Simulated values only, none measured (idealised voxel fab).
The process module that follows is named voxel plated lines.
It is cross-section cut that appears here, measuring 270 nm in width, its square cells being 5 nm in size.
Heads up, the way a cross-section reads in here is a grid of square cells, handed over as bands from the top down, with every band being one or more rows of cells.
What a band's entry tells you: where the top is and where the bottom is, as heights in nm, and after that what lies inside, material by material from left to right, each with its width in nm. Empty space is written as the word "empty", and a single material marked with the word "throughout" occupies the band from edge to edge.
Height 0 is the level under which the wafer as received is all one material. The lowest band goes on downwards, as in "0 down".
Note: "30 to 40" means the width goes from the first number (top row of the band) to the second number (bottom row) in equal steps per row of cells.
Step marked "no modifications"? Then no cell in the cross-section changed in it.
"Closed internal cavities" contains a list of empty spaces, each no smaller than 8 cells and without an open way to the top, written in the form width x height at distance with the distance from the left edge and all three in nm.
Anything after a step's settings on that line? It's the simulator's own note about the step.
overlay nm: where the mask lay relative to plan, measured to the right, on steps with a mask; negatives go left.

[plan]
step 1: RECEIVE, material Si
step 2: CONFORMAL_DEP, material SiO2, thk nm 10
step 3: DIRECTIONAL_DEP, material TiN, thk nm 5
step 4: PATTERN, tone open, mask id LINES, material resist, width nm 25, pitch nm 40, thk nm 20, overlay nm 0
step 5: EPI, material Ru, thk nm 5
step 6: STRIP, etch materials resist
step 7: DIRECTIONAL_ETCH, etch materials TiN, depth nm 5
step 8: CONFORMAL_DEP, material SiN, thk nm 5

[First of two wafers, with the run carried out as planned]

[Cross-section of the incoming wafer, state after step 1]
> 0 down = Si throughout
> Closed internal cavities: none

[Step 2 done - wafer cross-section]
> 10 to 0 = SiO2 throughout
> below 0: unchanged

[Step 3 done - wafer cross-section]
> 15 to 10 = TiN throughout
> below 10: unchanged

[Step 4 done - wafer cross-section]
> 35 to 15 = resist 80 nm, then empty 25 nm, then resist 15 nm, then empty 25 nm, then resist 15 nm, then empty 25 nm, then resist 85 nm
> below 15: unchanged

[Step 5 done - wafer cross-section]
> 35 to 20 = resist 80 nm, then empty 25 nm, then resist 15 nm, then empty 25 nm, then resist 15 nm, then empty 25 nm, then resist 85 nm
> 20 to 15 = resist 80 nm, then Ru 25 nm, then resist 15 nm, then Ru 25 nm, then resist 15 nm, then Ru 25 nm, then resist 85 nm
> below 15: unchanged

[Step 6 done - wafer cross-section]
> 20 to 15 = empty 80 nm, then Ru 25 nm, then empty 15 nm, then Ru 25 nm, then empty 15 nm, then Ru 25 nm, then empty 85 nm
> below 15: unchanged

[Step 7 done - wafer cross-section]
> 20 to 15 = empty 80 nm, then Ru 25 nm, then empty 15 nm, then Ru 25 nm, then empty 15 nm, then Ru 25 nm, then empty 85 nm
> 15 to 10 = empty 80 nm, then TiN 25 nm, then empty 15 nm, then TiN 25 nm, then empty 15 nm, then TiN 25 nm, then empty 85 nm
> below 10: unchanged

[Step 8 done - wafer cross-section]
> 25 to 20 = empty 75 nm, then SiN 35 nm, then empty 5 nm, then SiN 35 nm, then empty 5 nm, then SiN 35 nm, then empty 80 nm
> 20 to 15 = empty 75 nm, then SiN 5 nm, then Ru 25 nm, then SiN 5 nm, then empty 5 nm, then SiN 5 nm, then Ru 25 nm, then SiN 5 nm, then empty 5 nm, then SiN 5 nm, then Ru 25 nm, then SiN 5 nm, then empty 80 nm
> 15 to 10 = SiN 80 nm, then TiN 25 nm, then SiN 15 nm, then TiN 25 nm, then SiN 15 nm, then TiN 25 nm, then SiN 85 nm
> below 10: unchanged

[The second wafer began exactly as the first did and followed the same plan, but one mistake was made while running it; through step 3 inclusive, the two wafers are identical]

[Second wafer, cut view, end of step 4 per plan]
> 35 to 15 = empty 80 nm, then resist 25 nm, then empty 15 nm, then resist 25 nm, then empty 15 nm, then resist 25 nm, then empty 85 nm
> below 15: unchanged

[Second wafer, cut view, end of step 5 per plan]
> 35 to 20 = empty 80 nm, then resist 25 nm, then empty 15 nm, then resist 25 nm, then empty 15 nm, then resist 25 nm, then empty 85 nm
> 20 to 15 = Ru 80 nm, then resist 25 nm, then Ru 15 nm, then resist 25 nm, then Ru 15 nm, then resist 25 nm, then Ru 85 nm
> below 15: unchanged

[Second wafer, cut view, end of step 6 per plan]
> 20 to 15 = Ru 80 nm, then empty 25 nm, then Ru 15 nm, then empty 25 nm, then Ru 15 nm, then empty 25 nm, then Ru 85 nm
> below 15: unchanged

[Second wafer, cut view, end of step 7 per plan]
> 20 to 15 = Ru 80 nm, then empty 25 nm, then Ru 15 nm, then empty 25 nm, then Ru 15 nm, then empty 25 nm, then Ru 85 nm
> 15 to 10 = TiN 80 nm, then empty 25 nm, then TiN 15 nm, then empty 25 nm, then TiN 15 nm, then empty 25 nm, then TiN 85 nm
> below 10: unchanged

[Second wafer, cut view, end of step 8 per plan]
> 25 to 20 = SiN 85 nm, then empty 15 nm, then SiN 25 nm, then empty 15 nm, then SiN 25 nm, then empty 15 nm, then SiN 90 nm
> 20 to 15 = Ru 80 nm, then SiN 5 nm, then empty 15 nm, then SiN 5 nm, then Ru 15 nm, then SiN 5 nm, then empty 15 nm, then SiN 5 nm, then Ru 15 nm, then SiN 5 nm, then empty 15 nm, then SiN 5 nm, then Ru 85 nm
> 15 to 10 = TiN 80 nm, then SiN 25 nm, then TiN 15 nm, then SiN 25 nm, then TiN 15 nm, then SiN 25 nm, then TiN 85 nm
> below 10: unchanged
Here's what went sideways: step 4 ran differently from the plan; actual operation with settings: PATTERN, tone cover, mask id LINES, material resist, width nm 25, pitch nm 40, thk nm 20, overlay nm 0
At the finish, the second wafer shows more or fewer cells for some materials than the first does: +24 Ru; +24 TiN
